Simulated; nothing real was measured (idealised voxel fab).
Process module, titled voxel released beams
Section shown: cut. Width: 255 nm. Cell size: 5 nm, square.
Square cells in a grid make up a cross-section in this document, and the grid is given as bands, listed from the top down, each one or more rows of cells.
Per band: top height and bottom height in nm, followed by the left-to-right materials and their widths in nm; "edge to edge" marks a single material spanning edge to edge, "blank" marks empty space.
Convention: height 0 is the level below which the wafer, as received, is all one material. The lowest band does not terminate at the bottom but continues downward, represented as "0 and below".
Width "30 to 40": first value at the band's top row of cells, second value at its bottom row, equal change from row to row.
Where the words "everything unchanged" appear for a step, the cross-section shows no cell changed by that step; every cell remained as before.
Reported under the label "Entrapped voids" are the empty spaces having no open way to the top and comprising 8 cells or more; the notation for each is width x height at distance, in which the distance is measured from the left edge and all three values are in nm.
On a step's line, text after the settings is the simulator commenting on that step.
overlay nm: mask right of planned place by this much (step with mask). Neg. = left.

### Steps planned for the process
1,RECEIVE,material Si
2,CONFORMAL_DEP,material Al2O3,thk nm 5
3,DIRECTIONAL_DEP,material SiO2,thk nm 15
4,MASKED_ETCH,tone open,mask id ANCHOR,width nm 40,etch materials SiO2,depth nm 15,overlay nm 0
5,CONFORMAL_DEP,material polySi,thk nm 15
6,MASKED_ETCH,tone cover,mask id BEAM,width nm 125,etch materials polySi,depth nm 15,overlay nm 0
7,STRIP,etch materials SiO2

### Wafer cross-section on receipt, i.e. after step 1
    0 and below = Si edge to edge
    Entrapped voids: none

### a wafer at the end: this start, this plan, one mistake
    35 down to 20 = blank 65; polySi 15; blank 10; polySi 95; blank 70
    20 down to 5 = blank 65; polySi 40; blank 150
    5 down to 0 = Al2O3 edge to edge
    0 and below = Si edge to edge
    Entrapped voids: none
Nonconformance to the process plan: step 6 went in with a setting other than planned; the actual run was MASKED_ETCH,tone cover,mask id BEAM,width nm 120,etch materials polySi,depth nm 15,overlay nm 0
